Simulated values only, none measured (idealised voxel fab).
Presented below is a process module, voxel capacitor over wiring.
Square cell edge 5 nm, section width 235 nm, ID cut.
Heads up, the way a cross-section reads in here is a grid of square cells, handed over as bands from the top down, with every band being one or more rows of cells. Quick guide to a band line: top height, bottom height (nm) up front; then every material left to right with its width in nm. Only one material and it's marked "everywhere"? Then it fills the band edge to edge. And "empty" just means empty space. Basically, 0 is our baseline, since under it the wafer straight out of the box is all one material. The bottom band has no lower end and keeps on going down, so it looks like "0 down". With a width like "30 to 40", each row of cells in the band differs from the next by the same amount, the top row carrying the first number and the bottom row the second. You'll sometimes find "remained unchanged" written for a step, and that's the way of saying that nowhere in the cross-section did a cell change during that step. Closed-off voids of 8+ cells (no open route to the top) go in "Enclosed cavity list", written width x height at distance from the left edge, in nm. Whatever follows a step's settings on its line is a remark the simulator itself makes about that step. overlay nm: on a step with a mask, how far right of its planned place the mask lay; negative means left.
Planned step list for the process
1 RECEIVE with material Si
2 CONFORMAL_DEP with material SiO2, thk nm 10
3 CONFORMAL_DEP with material SiCN, thk nm 5
4 DIRECTIONAL_DEP with material SiO2, thk nm 15
5 DIRECTIONAL_DEP with material aC, thk nm 15
6 PATTERN with tone open, mask id METAL_1, material resist, width nm 20, pitch nm 80, thk nm 35, overlay nm 0
7 DIRECTIONAL_ETCH with etch materials aC, depth nm 15
8 STRIP with etch materials resist
9 DIRECTIONAL_ETCH with etch materials SiO2, depth nm 15
10 DIRECTIONAL_ETCH with etch materials SiCN, depth nm 5
11 STRIP with etch materials aC
12 CONFORMAL_DEP with material TiN, thk nm 5
13 FILL_DEP with material Cu, thk nm 5
14 CMP with height nm 30
15 CONFORMAL_DEP with material SiCN, thk nm 5
16 DIRECTIONAL_DEP with material SiO2, thk nm 15
17 PATTERN with tone open, mask id PLUG_1, material resist, width nm 15, thk nm 15, overlay nm 0
18 DIRECTIONAL_ETCH with etch materials SiO2, depth nm 15
19 DIRECTIONAL_ETCH with etch materials SiCN, depth nm 5
20 STRIP with etch materials resist
21 CONFORMAL_DEP with material TiN, thk nm 5
22 FILL_DEP with material W, thk nm 10
23 CMP with height nm 50
24 DIRECTIONAL_DEP with material TiN, thk nm 10
25 DIRECTIONAL_DEP with material HfO2, thk nm 5
26 DIRECTIONAL_DEP with material TiN, thk nm 5
27 PATTERN with tone cover, mask id UPPER_PLATE, material resist, width nm 65, thk nm 20, overlay nm 0
28 DIRECTIONAL_ETCH with etch materials TiN, depth nm 5
29 DIRECTIONAL_ETCH with etch materials HfO2, depth nm 5
30 STRIP with etch materials resist
31 PATTERN with tone cover, mask id LOWER_PLATE, material resist, width nm 75, thk nm 20, overlay nm 0
32 DIRECTIONAL_ETCH with etch materials TiN, depth nm 10
33 STRIP with etch materials resist
34 FILL_DEP with material SiO2, thk nm 20
35 CMP with height nm 85
36 PATTERN with tone open, mask id PLUG_2, material resist, width nm 15, thk nm 15, overlay nm 0
37 DIRECTIONAL_ETCH with etch materials SiO2, depth nm 15
38 STRIP with etch materials resist
39 CONFORMAL_DEP with material TiN, thk nm 5
40 FILL_DEP with material W, thk nm 10
41 CMP with height nm 85
42 CONFORMAL_DEP with material SiN, thk nm 5
Concerning the first of two wafers, which was run in accordance with the plan
Cross-section of the wafer as it came to us, i.e., already through step 1
- 0 down | Si everywhere
- Enclosed cavity list: none
Take a look at the wafer's cross-section after step 2
- 10 to 0 | SiO2 everywhere
- No changes below 0.
Take a look at the wafer's cross-section after step 3
- 15 to 10 | SiCN everywhere
- No changes below 10.
Take a look at the wafer's cross-section after step 4
- 30 to 15 | SiO2 everywhere
- No changes below 15.
Take a look at the wafer's cross-section after step 5
- 45 to 30 | aC everywhere
- No changes below 30.
Take a look at the wafer's cross-section after step 6
- 80 to 45 | resist 65 nm, empty 20 nm, resist 60 nm, empty 20 nm, resist 70 nm
- No changes below 45.
Take a look at the wafer's cross-section after step 7
- 65 to 45 | resist 65 nm, empty 20 nm, resist 60 nm, empty 20 nm, resist 70 nm
- 45 to 30 | aC 65 nm, empty 20 nm, aC 60 nm, empty 20 nm, aC 70 nm
- No changes below 30.
Take a look at the wafer's cross-section after step 8
- 45 to 30 | aC 65 nm, empty 20 nm, aC 60 nm, empty 20 nm, aC 70 nm
- No changes below 30.
Take a look at the wafer's cross-section after step 9
- 45 to 30 | aC 65 nm, empty 20 nm, aC 60 nm, empty 20 nm, aC 70 nm
- 30 to 15 | SiO2 65 nm, empty 20 nm, SiO2 60 nm, empty 20 nm, SiO2 70 nm
- No changes below 15.
Take a look at the wafer's cross-section after step 10
- 45 to 30 | aC 65 nm, empty 20 nm, aC 60 nm, empty 20 nm, aC 70 nm
- 30 to 15 | SiO2 65 nm, empty 20 nm, SiO2 60 nm, empty 20 nm, SiO2 70 nm
- 15 to 10 | SiCN 65 nm, empty 20 nm, SiCN 60 nm, empty 20 nm, SiCN 70 nm
- No changes below 10.
Take a look at the wafer's cross-section after step 11
- 30 to 15 | SiO2 65 nm, empty 20 nm, SiO2 60 nm, empty 20 nm, SiO2 70 nm
- No changes below 15.
Take a look at the wafer's cross-section after step 12
- 35 to 30 | TiN 70 nm, empty 10 nm, TiN 70 nm, empty 10 nm, TiN 75 nm
- 30 to 15 | SiO2 65 nm, TiN 5 nm, empty 10 nm, TiN 5 nm, SiO2 60 nm, TiN 5 nm, empty 10 nm, TiN 5 nm, SiO2 70 nm
- 15 to 10 | SiCN 65 nm, TiN 20 nm, SiCN 60 nm, TiN 20 nm, SiCN 70 nm
- No changes below 10.
Take a look at the wafer's cross-section after step 13
- 40 to 35 | Cu everywhere
- 35 to 30 | TiN 70 nm, Cu 10 nm, TiN 70 nm, Cu 10 nm, TiN 75 nm
- 30 to 15 | SiO2 65 nm, TiN 5 nm, Cu 10 nm, TiN 5 nm, SiO2 60 nm, TiN 5 nm, Cu 10 nm, TiN 5 nm, SiO2 70 nm
- No changes below 15.
Take a look at the wafer's cross-section after step 14
- 30 to 15 | SiO2 65 nm, TiN 5 nm, Cu 10 nm, TiN 5 nm, SiO2 60 nm, TiN 5 nm, Cu 10 nm, TiN 5 nm, SiO2 70 nm
- No changes below 15.
Take a look at the wafer's cross-section after step 15
- 35 to 30 | SiCN everywhere
- No changes below 30.
Take a look at the wafer's cross-section after step 16
- 50 to 35 | SiO2 everywhere
- No changes below 35.
Take a look at the wafer's cross-section after step 17
- 65 to 50 | resist 70 nm, empty 15 nm, resist 150 nm
- No changes below 50.
Take a look at the wafer's cross-section after step 18
- 65 to 50 | resist 70 nm, empty 15 nm, resist 150 nm
- 50 to 35 | SiO2 70 nm, empty 15 nm, SiO2 150 nm
- No changes below 35.
Take a look at the wafer's cross-section after step 19
- 65 to 50 | resist 70 nm, empty 15 nm, resist 150 nm
- 50 to 35 | SiO2 70 nm, empty 15 nm, SiO2 150 nm
- 35 to 30 | SiCN 70 nm, empty 15 nm, SiCN 150 nm
- No changes below 30.
Take a look at the wafer's cross-section after step 20
- 50 to 35 | SiO2 70 nm, empty 15 nm, SiO2 150 nm
- No changes below 35.
Take a look at the wafer's cross-section after step 21
- 55 to 50 | TiN 75 nm, empty 5 nm, TiN 155 nm
- 50 to 35 | SiO2 70 nm, TiN 5 nm, empty 5 nm, TiN 5 nm, SiO2 150 nm
- 35 to 30 | SiCN 70 nm, TiN 15 nm, SiCN 150 nm
- No changes below 30.
Take a look at the wafer's cross-section after step 22
- 65 to 55 | W everywhere
- 55 to 50 | TiN 75 nm, W 5 nm, TiN 155 nm
- 50 to 35 | SiO2 70 nm, TiN 5 nm, W 5 nm, TiN 5 nm, SiO2 150 nm
- No changes below 35.
Take a look at the wafer's cross-section after step 23
- 50 to 35 | SiO2 70 nm, TiN 5 nm, W 5 nm, TiN 5 nm, SiO2 150 nm
- No changes below 35.
Take a look at the wafer's cross-section after step 24
- 60 to 50 | TiN everywhere
- No changes below 50.
Take a look at the wafer's cross-section after step 25
- 65 to 60 | HfO2 everywhere
- No changes below 60.
Take a look at the wafer's cross-section after step 26
- 70 to 65 | TiN everywhere
- No changes below 65.
Take a look at the wafer's cross-section after step 27
- 90 to 70 | empty 70 nm, resist 65 nm, empty 100 nm
- No changes below 70.
Take a look at the wafer's cross-section after step 28
- 90 to 70 | empty 70 nm, resist 65 nm, empty 100 nm
- 70 to 65 | empty 70 nm, TiN 65 nm, empty 100 nm
- No changes below 65.
Take a look at the wafer's cross-section after step 29
- 90 to 70 | empty 70 nm, resist 65 nm, empty 100 nm
- 70 to 65 | empty 70 nm, TiN 65 nm, empty 100 nm
- 65 to 60 | empty 70 nm, HfO2 65 nm, empty 100 nm
- No changes below 60.
Take a look at the wafer's cross-section after step 30
- 70 to 65 | empty 70 nm, TiN 65 nm, empty 100 nm
- No changes below 65.
Take a look at the wafer's cross-section after step 31
- 90 to 70 | empty 65 nm, resist 75 nm, empty 95 nm
- 70 to 65 | empty 65 nm, resist 5 nm, TiN 65 nm, resist 5 nm, empty 95 nm
- 65 to 60 | empty 65 nm, resist 5 nm, HfO2 65 nm, resist 5 nm, empty 95 nm
- No changes below 60.
Take a look at the wafer's cross-section after step 32
- 90 to 70 | empty 65 nm, resist 75 nm, empty 95 nm
- 70 to 65 | empty 65 nm, resist 5 nm, TiN 65 nm, resist 5 nm, empty 95 nm
- 65 to 60 | empty 65 nm, resist 5 nm, HfO2 65 nm, resist 5 nm, empty 95 nm
- 60 to 50 | empty 65 nm, TiN 75 nm, empty 95 nm
- No changes below 50.
Take a look at the wafer's cross-section after step 33
- 70 to 65 | empty 70 nm, TiN 65 nm, empty 100 nm
- 65 to 60 | empty 70 nm, HfO2 65 nm, empty 100 nm
- No changes below 60.
Take a look at the wafer's cross-section after step 34
- 90 to 70 | SiO2 everywhere
- 70 to 65 | SiO2 70 nm, TiN 65 nm, SiO2 100 nm
- 65 to 60 | SiO2 70 nm, HfO2 65 nm, SiO2 100 nm
- 60 to 50 | SiO2 65 nm, TiN 75 nm, SiO2 95 nm
- No changes below 50.
Take a look at the wafer's cross-section after step 35
- 85 to 70 | SiO2 everywhere
- No changes below 70.
Take a look at the wafer's cross-section after step 36
- 100 to 85 | resist 80 nm, empty 15 nm, resist 140 nm
- No changes below 85.
Take a look at the wafer's cross-section after step 37
- 100 to 85 | resist 80 nm, empty 15 nm, resist 140 nm
- 85 to 70 | SiO2 80 nm, empty 15 nm, SiO2 140 nm
- No changes below 70.
Take a look at the wafer's cross-section after step 38
- 85 to 70 | SiO2 80 nm, empty 15 nm, SiO2 140 nm
- No changes below 70.
Take a look at the wafer's cross-section after step 39
- 90 to 85 | TiN 85 nm, empty 5 nm, TiN 145 nm
- 85 to 75 | SiO2 80 nm, TiN 5 nm, empty 5 nm, TiN 5 nm, SiO2 140 nm
- 75 to 65 | SiO2 80 to 70 nm, TiN 15 to 65 nm, SiO2 140 to 100 nm
- No changes below 65.
Take a look at the wafer's cross-section after step 40
- 100 to 90 | W everywhere
- 90 to 85 | TiN 85 nm, W 5 nm, TiN 145 nm
- 85 to 75 | SiO2 80 nm, TiN 5 nm, W 5 nm, TiN 5 nm, SiO2 140 nm
- No changes below 75.
Take a look at the wafer's cross-section after step 41
- 85 to 75 | SiO2 80 nm, TiN 5 nm, W 5 nm, TiN 5 nm, SiO2 140 nm
- No changes below 75.
Take a look at the wafer's cross-section after step 42
- 90 to 85 | SiN everywhere
- No changes below 85.
Notes, second wafer: start = first wafer's, plan = first wafer's, execution had one mistake; history identical to first through step 5
Cross-section of the second wafer corresponding to the planned conclusion of step 6
- 80 to 45 | resist 60 nm, empty 30 nm, resist 50 nm, empty 30 nm, resist 65 nm
- No changes below 45.
Cross-section of the second wafer corresponding to the planned conclusion of step 7
- 65 to 45 | resist 60 nm, empty 30 nm, resist 50 nm, empty 30 nm, resist 65 nm
- 45 to 30 | aC 60 nm, empty 30 nm, aC 50 nm, empty 30 nm, aC 65 nm
- No changes below 30.
Cross-section of the second wafer corresponding to the planned conclusion of step 8
- 45 to 30 | aC 60 nm, empty 30 nm, aC 50 nm, empty 30 nm, aC 65 nm
- No changes below 30.
Cross-section of the second wafer corresponding to the planned conclusion of step 9
- 45 to 30 | aC 60 nm, empty 30 nm, aC 50 nm, empty 30 nm, aC 65 nm
- 30 to 15 | SiO2 60 nm, empty 30 nm, SiO2 50 nm, empty 30 nm, SiO2 65 nm
- No changes below 15.
Cross-section of the second wafer corresponding to the planned conclusion of step 10
- 45 to 30 | aC 60 nm, empty 30 nm, aC 50 nm, empty 30 nm, aC 65 nm
- 30 to 15 | SiO2 60 nm, empty 30 nm, SiO2 50 nm, empty 30 nm, SiO2 65 nm
- 15 to 10 | SiCN 60 nm, empty 30 nm, SiCN 50 nm, empty 30 nm, SiCN 65 nm
- No changes below 10.
Cross-section of the second wafer corresponding to the planned conclusion of step 11
- 30 to 15 | SiO2 60 nm, empty 30 nm, SiO2 50 nm, empty 30 nm, SiO2 65 nm
- No changes below 15.
Cross-section of the second wafer corresponding to the planned conclusion of step 12
- 35 to 30 | TiN 65 nm, empty 20 nm, TiN 60 nm, empty 20 nm, TiN 70 nm
- 30 to 15 | SiO2 60 nm, TiN 5 nm, empty 20 nm, TiN 5 nm, SiO2 50 nm, TiN 5 nm, empty 20 nm, TiN 5 nm, SiO2 65 nm
- 15 to 10 | SiCN 60 nm, TiN 30 nm, SiCN 50 nm, TiN 30 nm, SiCN 65 nm
- No changes below 10.
Cross-section of the second wafer corresponding to the planned conclusion of step 13
- 40 to 35 | Cu everywhere
- 35 to 30 | TiN 65 nm, Cu 20 nm, TiN 60 nm, Cu 20 nm, TiN 70 nm
- 30 to 15 | SiO2 60 nm, TiN 5 nm, Cu 20 nm, TiN 5 nm, SiO2 50 nm, TiN 5 nm, Cu 20 nm, TiN 5 nm, SiO2 65 nm
- No changes below 15.
Cross-section of the second wafer corresponding to the planned conclusion of step 14
- 30 to 15 | SiO2 60 nm, TiN 5 nm, Cu 20 nm, TiN 5 nm, SiO2 50 nm, TiN 5 nm, Cu 20 nm, TiN 5 nm, SiO2 65 nm
- No changes below 15.
Cross-section of the second wafer corresponding to the planned conclusion of step 15
- 35 to 30 | SiCN everywhere
- No changes below 30.
Cross-section of the second wafer corresponding to the planned conclusion of step 16
- 50 to 35 | SiO2 everywhere
- No changes below 35.
Cross-section of the second wafer corresponding to the planned conclusion of step 17
- 65 to 50 | resist 70 nm, empty 15 nm, resist 150 nm
- No changes below 50.
Cross-section of the second wafer corresponding to the planned conclusion of step 18
- 65 to 50 | resist 70 nm, empty 15 nm, resist 150 nm
- 50 to 35 | SiO2 70 nm, empty 15 nm, SiO2 150 nm
- No changes below 35.
Cross-section of the second wafer corresponding to the planned conclusion of step 19
- 65 to 50 | resist 70 nm, empty 15 nm, resist 150 nm
- 50 to 35 | SiO2 70 nm, empty 15 nm, SiO2 150 nm
- 35 to 30 | SiCN 70 nm, empty 15 nm, SiCN 150 nm
- No changes below 30.
Cross-section of the second wafer corresponding to the planned conclusion of step 20
- 50 to 35 | SiO2 70 nm, empty 15 nm, SiO2 150 nm
- No changes below 35.
Cross-section of the second wafer corresponding to the planned conclusion of step 21
- 55 to 50 | TiN 75 nm, empty 5 nm, TiN 155 nm
- 50 to 35 | SiO2 70 nm, TiN 5 nm, empty 5 nm, TiN 5 nm, SiO2 150 nm
- 35 to 30 | SiCN 70 nm, TiN 15 nm, SiCN 150 nm
- No changes below 30.
Cross-section of the second wafer corresponding to the planned conclusion of step 22
- 65 to 55 | W everywhere
- 55 to 50 | TiN 75 nm, W 5 nm, TiN 155 nm
- 50 to 35 | SiO2 70 nm, TiN 5 nm, W 5 nm, TiN 5 nm, SiO2 150 nm
- No changes below 35.
Cross-section of the second wafer corresponding to the planned conclusion of step 23
- 50 to 35 | SiO2 70 nm, TiN 5 nm, W 5 nm, TiN 5 nm, SiO2 150 nm
- No changes below 35.
Cross-section of the second wafer corresponding to the planned conclusion of step 24
- 60 to 50 | TiN everywhere
- No changes below 50.
Cross-section of the second wafer corresponding to the planned conclusion of step 25
- 65 to 60 | HfO2 everywhere
- No changes below 60.
Cross-section of the second wafer corresponding to the planned conclusion of step 26
- 70 to 65 | TiN everywhere
- No changes below 65.
Cross-section of the second wafer corresponding to the planned conclusion of step 27
- 90 to 70 | empty 70 nm, resist 65 nm, empty 100 nm
- No changes below 70.
Cross-section of the second wafer corresponding to the planned conclusion of step 28
- 90 to 70 | empty 70 nm, resist 65 nm, empty 100 nm
- 70 to 65 | empty 70 nm, TiN 65 nm, empty 100 nm
- No changes below 65.
Cross-section of the second wafer corresponding to the planned conclusion of step 29
- 90 to 70 | empty 70 nm, resist 65 nm, empty 100 nm
- 70 to 65 | empty 70 nm, TiN 65 nm, empty 100 nm
- 65 to 60 | empty 70 nm, HfO2 65 nm, empty 100 nm
- No changes below 60.
Cross-section of the second wafer corresponding to the planned conclusion of step 30
- 70 to 65 | empty 70 nm, TiN 65 nm, empty 100 nm
- No changes below 65.
Cross-section of the second wafer corresponding to the planned conclusion of step 31
- 90 to 70 | empty 65 nm, resist 75 nm, empty 95 nm
- 70 to 65 | empty 65 nm, resist 5 nm, TiN 65 nm, resist 5 nm, empty 95 nm
- 65 to 60 | empty 65 nm, resist 5 nm, HfO2 65 nm, resist 5 nm, empty 95 nm
- No changes below 60.
Cross-section of the second wafer corresponding to the planned conclusion of step 32
- 90 to 70 | empty 65 nm, resist 75 nm, empty 95 nm
- 70 to 65 | empty 65 nm, resist 5 nm, TiN 65 nm, resist 5 nm, empty 95 nm
- 65 to 60 | empty 65 nm, resist 5 nm, HfO2 65 nm, resist 5 nm, empty 95 nm
- 60 to 50 | empty 65 nm, TiN 75 nm, empty 95 nm
- No changes below 50.
Cross-section of the second wafer corresponding to the planned conclusion of step 33
- 70 to 65 | empty 70 nm, TiN 65 nm, empty 100 nm
- 65 to 60 | empty 70 nm, HfO2 65 nm, empty 100 nm
- No changes below 60.
Cross-section of the second wafer corresponding to the planned conclusion of step 34
- 90 to 70 | SiO2 everywhere
- 70 to 65 | SiO2 70 nm, TiN 65 nm, SiO2 100 nm
- 65 to 60 | SiO2 70 nm, HfO2 65 nm, SiO2 100 nm
- 60 to 50 | SiO2 65 nm, TiN 75 nm, SiO2 95 nm
- No changes below 50.
Cross-section of the second wafer corresponding to the planned conclusion of step 35
- 85 to 70 | SiO2 everywhere
- No changes below 70.
Cross-section of the second wafer corresponding to the planned conclusion of step 36
- 100 to 85 | resist 80 nm, empty 15 nm, resist 140 nm
- No changes below 85.
Cross-section of the second wafer corresponding to the planned conclusion of step 37
- 100 to 85 | resist 80 nm, empty 15 nm, resist 140 nm
- 85 to 70 | SiO2 80 nm, empty 15 nm, SiO2 140 nm
- No changes below 70.
Cross-section of the second wafer corresponding to the planned conclusion of step 38
- 85 to 70 | SiO2 80 nm, empty 15 nm, SiO2 140 nm
- No changes below 70.
Cross-section of the second wafer corresponding to the planned conclusion of step 39
- 90 to 85 | TiN 85 nm, empty 5 nm, TiN 145 nm
- 85 to 75 | SiO2 80 nm, TiN 5 nm, empty 5 nm, TiN 5 nm, SiO2 140 nm
- 75 to 65 | SiO2 80 to 70 nm, TiN 15 to 65 nm, SiO2 140 to 100 nm
- No changes below 65.
Cross-section of the second wafer corresponding to the planned conclusion of step 40
- 100 to 90 | W everywhere
- 90 to 85 | TiN 85 nm, W 5 nm, TiN 145 nm
- 85 to 75 | SiO2 80 nm, TiN 5 nm, W 5 nm, TiN 5 nm, SiO2 140 nm
- No changes below 75.
Cross-section of the second wafer corresponding to the planned conclusion of step 41
- 85 to 75 | SiO2 80 nm, TiN 5 nm, W 5 nm, TiN 5 nm, SiO2 140 nm
- No changes below 75.
Cross-section of the second wafer corresponding to the planned conclusion of step 42
- 90 to 85 | SiN everywhere
- No changes below 85.
What went wrong in running the wafer? step 6 deviated from plan and actually ran as PATTERN with tone open, mask id METAL_1, material resist, width nm 30, pitch nm 80, thk nm 35, overlay nm 0
Cell-count delta at end, second wafer over first, by material: +12 Cu; -4 SiCN; -12 SiO2; +4 TiN
